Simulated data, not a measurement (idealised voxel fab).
The document below concerns the process module designated voxel self aligned vias.
cross-section cut | 185 nm wide | cells 5 nm
Cross-section = grid of square cells, listed top down in bands; band = one or more rows.
Quick guide to a band line: top height, bottom height (nm) up front; then every material left to right with its width in nm. Only one material and it's marked "edge to edge"? Then it fills the band edge to edge. And "blank" just means empty space.
For the purposes of this specification, 0 denotes the height below which the wafer in its as-received condition is composed wholly of one material, and the lowermost band, lacking a lower limit, extends downward without end, as expressed in "0 down".
You'd read "30 to 40" like this: the band's top row of cells is as wide as the first number, its bottom row is as wide as the second, and going down, every row changes width by the same amount as the row before did.
What does "remains unaltered" mean for a step? It means no cell of the cross-section changed in that step.
What "Closed void entries" gives you is every empty space of 8 cells or more that is cut off from the top. Each appears as width x height at distance, with the distance taken from the left edge and width, height and distance all in nm.
after a step's settings: what the simulator itself notes on the step
Regarding "overlay nm": on a step with a mask, it is the distance the mask lay to the right of its planned place; a negative value places it to the left.

LISTED BELOW ARE THE PROCESS STEPS AS PLANNED
1) RECEIVE (material Si)
2) CONFORMAL_DEP (material SiO2; thk nm 10)
3) CONFORMAL_DEP (material SiCN; thk nm 5)
4) DIRECTIONAL_DEP (material SiO2; thk nm 25)
5) MASKED_ETCH (tone open; mask id LINES; width nm 20; pitch nm 70; etch materials SiO2; depth nm 25; overlay nm 0)
6) CONFORMAL_DEP (material TiN; thk nm 5)
7) FILL_DEP (material Ru; thk nm 10)
8) CMP (height nm 40)
9) SELECTIVE_ETCH (etch materials W Ru TiN; depth nm 10)
10) FILL_DEP (material SiN; thk nm 10)
11) CMP (height nm 40)
12) DIRECTIONAL_DEP (material SiO2; thk nm 15)
13) DIRECTIONAL_DEP (material aC; thk nm 10)
14) PATTERN (tone open; mask id VIAS; material resist; width nm 40; pitch nm 70; thk nm 25; overlay nm 0)
15) DIRECTIONAL_ETCH (etch materials aC; depth nm 10)
16) STRIP (etch materials resist)
17) DIRECTIONAL_ETCH (etch materials SiO2; depth nm 15)
18) DIRECTIONAL_ETCH (etch materials SiN; depth nm 10)
19) STRIP (etch materials aC)
20) CONFORMAL_DEP (material TiN; thk nm 5)
21) FILL_DEP (material Ru; thk nm 5)
22) CMP (height nm 55)
23) CONFORMAL_DEP (material SiN; thk nm 5)

CROSS-SECTION OF THE WAFER AS IT CAME TO US, I.E., ALREADY THROUGH STEP 1
	0 down: Si edge to edge
	Closed void entries: none

AS-PLANNED RUN: CROSS-SECTION OF THE FIRST OF TWO WAFERS AT END OF MODULE
	60 to 55: SiN edge to edge
	55 to 45: 35 nm SiO2 | 5 nm TiN | 30 nm Ru | 5 nm TiN | 30 nm SiO2 | 5 nm TiN | 30 nm Ru | 5 nm TiN | 40 nm SiO2
	45 to 35: 35 to 45 nm SiO2 | 15 to 5 nm TiN | 10 nm Ru | 15 to 5 nm TiN | 30 to 50 nm SiO2 | 15 to 5 nm TiN | 10 nm Ru | 15 to 5 nm TiN | 40 to 50 nm SiO2
	35 to 30: 45 nm SiO2 | 20 nm TiN | 50 nm SiO2 | 20 nm TiN | 50 nm SiO2
	30 to 20: 45 nm SiO2 | 5 nm TiN | 10 nm Ru | 5 nm TiN | 50 nm SiO2 | 5 nm TiN | 10 nm Ru | 5 nm TiN | 50 nm SiO2
	20 to 15: 45 nm SiO2 | 20 nm TiN | 50 nm SiO2 | 20 nm TiN | 50 nm SiO2
	15 to 10: SiCN edge to edge
	10 to 0: SiO2 edge to edge
	0 down: Si edge to edge
	Closed void entries: none

END OF MODULE, SECOND WAFER, CROSS-SECTION. STARTED LIKE THE FIRST, PLANNED LIKE THE FIRST, RUN WITH ONE MISTAKE
	60 to 55: SiN edge to edge
	55 to 40: 35 nm SiO2 | 5 nm TiN | 30 nm Ru | 5 nm TiN | 30 nm SiO2 | 5 nm TiN | 30 nm Ru | 5 nm TiN | 40 nm SiO2
	40 to 35: 35 nm SiN | 5 nm TiN | 30 nm Ru | 5 nm TiN | 30 nm SiN | 5 nm TiN | 30 nm Ru | 5 nm TiN | 40 nm SiN
	35 to 30: 35 nm SiN | 40 nm TiN | 30 nm SiN | 40 nm TiN | 40 nm SiN
	30 to 20: 45 nm SiO2 | 20 nm SiN | 50 nm SiO2 | 20 nm SiN | 50 nm SiO2
	20 to 15: 45 nm SiO2 | 20 nm TiN | 50 nm SiO2 | 20 nm TiN | 50 nm SiO2
	15 to 10: SiCN edge to edge
	10 to 0: SiO2 edge to edge
	0 down: Si edge to edge
	Closed void entries: none
Plan not followed: step 8 changed vs plan, executed as CMP (height nm 30)
Looking at both finished wafers in cells, the second ends up ahead of or behind the first on some materials: +8 Ru; +58 SiN; -58 SiO2; -8 TiN
